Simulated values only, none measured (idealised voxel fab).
The name of this process module is voxel fin reveal.
Cross-section cut spans 200 nm and uses square cells 5 nm in size.
Cross-section layout: square cells on a grid; listed as bands, top to bottom; a band spans one or more cell rows.
Top height, bottom height, nm. Materials left to right, width each, nm. Single material + "throughout" = fills band edge to edge. "blank" = empty.
Below 0: as-received wafer, all one material; heights counted from there. Lowest band: no bottom, goes on down, written "0 and below".
With a width like "30 to 40", each row of cells in the band differs from the next by the same amount, the top row carrying the first number and the bottom row the second.
Where the words "nothing changed" appear for a step, the cross-section shows no cell changed by that step; every cell remained as before.
"Sealed-off cavities" means: voids of 8 cells or more that are shut off from the top with no open way through. Written width x height at distance, distance from the left edge, in nm.
Step line, after settings: the simulator's comment on this step.
overlay nm: how far to the right of its planned place the mask lay on this masked step (negative: to the left).

SET OUT BELOW ARE THE PLANNED STEPS OF THE PROCESS
| 1 | RECEIVE: material Si |
| 2 | CONFORMAL_DEP: material SiN, thk nm 5 |
| 3 | DIRECTIONAL_DEP: material aC, thk nm 15 |
| 4 | PATTERN: tone cover, mask id FINS, material resist, width nm 15, pitch nm 35, thk nm 35, overlay nm 0 |
| 5 | DIRECTIONAL_ETCH: etch materials aC, depth nm 15 |
| 6 | STRIP: etch materials resist |
| 7 | DIRECTIONAL_ETCH: etch materials SiN, depth nm 5 |
| 8 | DIRECTIONAL_ETCH: etch materials Si, depth nm 35 |
| 9 | STRIP: etch materials aC |
| 10 | OXIDIZE: depth nm 5 |
| 11 | FILL_DEP: material SiO2, thk nm 15 |
| 12 | CMP: height nm 5 |
| 13 | SELECTIVE_ETCH: etch materials SiO2, depth nm 20 |
| 14 | STRIP: etch materials SiN |
| 15 | CONFORMAL_DEP: material SiO2, thk nm 5 |

THIS IS THE CROSS-SECTION OF THE WAFER AS WE RECEIVED IT, I.E. AFTER STEP 1
  0 and below  Si throughout
  Sealed-off cavities: none

END STATE OF THE MODULE IN CROSS-SECTION, GIVEN THE ABOVE STARTING POINT AND PLAN AND ONE MISTAKE IN EXECUTION
  5 down to 0  blank=75  SiO2=15  blank=20  SiO2=15  blank=75
  0 down to -10  blank=75  SiO2=5  Si=5  SiO2=5  blank=20  SiO2=5  Si=5  SiO2=5  blank=75
  -10 down to -75  SiO2=80  Si=5  SiO2=30  Si=5  SiO2=80
  -75 and below  Si throughout
  Sealed-off cavities: none
Against the plan, the run slipped here: step 8 of the plan was twice carried out
